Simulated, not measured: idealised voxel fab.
Process module, titled voxel tone inversion
Section shown: cut. Width: 200 nm. Cell size: 5 nm, square.
Cross-section = grid of square cells, listed top down in bands; band = one or more rows.
The entry gives the band's vertical extent as a top height and a bottom height in nm, then its horizontal make-up as materials from left to right, each with a width in nm. "blank" stands for empty space; a single material marked "edge to edge" fills the band edge to edge.
Basically, 0 is our baseline, since under it the wafer straight out of the box is all one material. The bottom band has no lower end and keeps on going down, so it looks like "from 0 down".
Quick explanation for "30->40": the width changes in equal steps down the rows of cells, from the first number in the band's top row to the second number in its bottom row.
No cell of the cross-section changed in a step that is given as "no alterations made".
Entry "Completely enclosed voids". Content: empty spaces with no open connection to the top, size 8 cells or greater. Each: width x height at distance. Distance: from left edge. Unit: nm.
The remark found on a step's line after its settings is issued by the simulator itself and pertains to that step.
The "overlay nm" setting may appear on a step's line; for a step that uses a mask, it gives how far to the right of its planned position the mask lay, and a negative value indicates the left.

**Process steps (planned)**
1. RECEIVE: material Si
2. CONFORMAL_DEP: material SiN, thk nm 10
3. DIRECTIONAL_DEP: material polySi, thk nm 15
4. PATTERN: tone cover, mask id POSTS, material resist, width nm 15, pitch nm 35, thk nm 25, overlay nm 0
5. DIRECTIONAL_ETCH: etch materials polySi, depth nm 15
6. STRIP: etch materials resist
7. FILL_DEP: material SiO2, thk nm 10
8. CMP: height nm 25
9. STRIP: etch materials polySi
10. CONFORMAL_DEP: material TiN, thk nm 5
11. FILL_DEP: material Ru, thk nm 10
12. CMP: height nm 25
13. CONFORMAL_DEP: material SiN, thk nm 5

**First wafer out of two, processed as planned**

**Here's what the wafer looked like in cross-section when it arrived - that's after step 1**
	from 0 down = Si edge to edge
	Completely enclosed voids: none

**So this is the wafer cross-section right after step 2**
	from 10 to 0 = SiN edge to edge
	Under 0: no change, same as before.

**So this is the wafer cross-section right after step 3**
	from 25 to 10 = polySi edge to edge
	Under 10: no change, same as before.

**So this is the wafer cross-section right after step 4**
	from 50 to 25 = 55 blank | 15 resist | 20 blank | 15 resist | 20 blank | 15 resist | 60 blank
	Under 25: no change, same as before.

**So this is the wafer cross-section right after step 5**
	from 50 to 25 = 55 blank | 15 resist | 20 blank | 15 resist | 20 blank | 15 resist | 60 blank
	from 25 to 10 = 55 blank | 15 polySi | 20 blank | 15 polySi | 20 blank | 15 polySi | 60 blank
	Under 10: no change, same as before.

**So this is the wafer cross-section right after step 6**
	from 25 to 10 = 55 blank | 15 polySi | 20 blank | 15 polySi | 20 blank | 15 polySi | 60 blank
	Under 10: no change, same as before.

**So this is the wafer cross-section right after step 7**
	from 35 to 25 = SiO2 edge to edge
	from 25 to 10 = 55 SiO2 | 15 polySi | 20 SiO2 | 15 polySi | 20 SiO2 | 15 polySi | 60 SiO2
	Under 10: no change, same as before.

**So this is the wafer cross-section right after step 8**
	from 25 to 10 = 55 SiO2 | 15 polySi | 20 SiO2 | 15 polySi | 20 SiO2 | 15 polySi | 60 SiO2
	Under 10: no change, same as before.

**So this is the wafer cross-section right after step 9**
	from 25 to 10 = 55 SiO2 | 15 blank | 20 SiO2 | 15 blank | 20 SiO2 | 15 blank | 60 SiO2
	Under 10: no change, same as before.

**So this is the wafer cross-section right after step 10**
	from 30 to 25 = 60 TiN | 5 blank | 30 TiN | 5 blank | 30 TiN | 5 blank | 65 TiN
	from 25 to 15 = 55 SiO2 | 5 TiN | 5 blank | 5 TiN | 20 SiO2 | 5 TiN | 5 blank | 5 TiN | 20 SiO2 | 5 TiN | 5 blank | 5 TiN | 60 SiO2
	from 15 to 10 = 55 SiO2 | 15 TiN | 20 SiO2 | 15 TiN | 20 SiO2 | 15 TiN | 60 SiO2
	Under 10: no change, same as before.

**So this is the wafer cross-section right after step 11**
	from 40 to 30 = Ru edge to edge
	from 30 to 25 = 60 TiN | 5 Ru | 30 TiN | 5 Ru | 30 TiN | 5 Ru | 65 TiN
	from 25 to 15 = 55 SiO2 | 5 TiN | 5 Ru | 5 TiN | 20 SiO2 | 5 TiN | 5 Ru | 5 TiN | 20 SiO2 | 5 TiN | 5 Ru | 5 TiN | 60 SiO2
	Under 15: no change, same as before.

**So this is the wafer cross-section right after step 12**
	from 25 to 15 = 55 SiO2 | 5 TiN | 5 Ru | 5 TiN | 20 SiO2 | 5 TiN | 5 Ru | 5 TiN | 20 SiO2 | 5 TiN | 5 Ru | 5 TiN | 60 SiO2
	Under 15: no change, same as before.

**So this is the wafer cross-section right after step 13**
	from 30 to 25 = SiN edge to edge
	Under 25: no change, same as before.

**Wafer two. Same start, same plan, one slip in execution. Same as wafer one through step 1, inclusive**

**Look at the second wafer in cross-section at the time step 2 ought to have finished**
	from 5 to 0 = SiN edge to edge
	Under 0: no change, same as before.

**Look at the second wafer in cross-section at the time step 3 ought to have finished**
	from 20 to 5 = polySi edge to edge
	Under 5: no change, same as before.

**Look at the second wafer in cross-section at the time step 4 ought to have finished**
	from 45 to 20 = 55 blank | 15 resist | 20 blank | 15 resist | 20 blank | 15 resist | 60 blank
	Under 20: no change, same as before.

**Look at the second wafer in cross-section at the time step 5 ought to have finished**
	from 45 to 20 = 55 blank | 15 resist | 20 blank | 15 resist | 20 blank | 15 resist | 60 blank
	from 20 to 5 = 55 blank | 15 polySi | 20 blank | 15 polySi | 20 blank | 15 polySi | 60 blank
	Under 5: no change, same as before.

**Look at the second wafer in cross-section at the time step 6 ought to have finished**
	from 20 to 5 = 55 blank | 15 polySi | 20 blank | 15 polySi | 20 blank | 15 polySi | 60 blank
	Under 5: no change, same as before.

**Look at the second wafer in cross-section at the time step 7 ought to have finished**
	from 30 to 20 = SiO2 edge to edge
	from 20 to 5 = 55 SiO2 | 15 polySi | 20 SiO2 | 15 polySi | 20 SiO2 | 15 polySi | 60 SiO2
	Under 5: no change, same as before.

**Look at the second wafer in cross-section at the time step 8 ought to have finished**
	from 25 to 20 = SiO2 edge to edge
	Under 20: no change, same as before.

Look at the second wafer in cross-section at the time step 9 ought to have finished: no alterations made

**Look at the second wafer in cross-section at the time step 10 ought to have finished**
	from 30 to 25 = TiN edge to edge
	Under 25: no change, same as before.

**Look at the second wafer in cross-section at the time step 11 ought to have finished**
	from 40 to 30 = Ru edge to edge
	Under 30: no change, same as before.

**Look at the second wafer in cross-section at the time step 12 ought to have finished**
	from 25 to 20 = SiO2 edge to edge
	Under 20: no change, same as before.

**Look at the second wafer in cross-section at the time step 13 ought to have finished**
	from 30 to 25 = SiN edge to edge
	Under 25: no change, same as before.
what went wrong: step 2 deviated from plan and actually ran as CONFORMAL_DEP: material SiN, thk nm 5
End of process, cell counts, second wafer against first, materials with more or fewer: 6 fewer of Ru | 40 fewer of SiN | 40 more of SiO2 | 21 fewer of TiN | 27 more of polySi
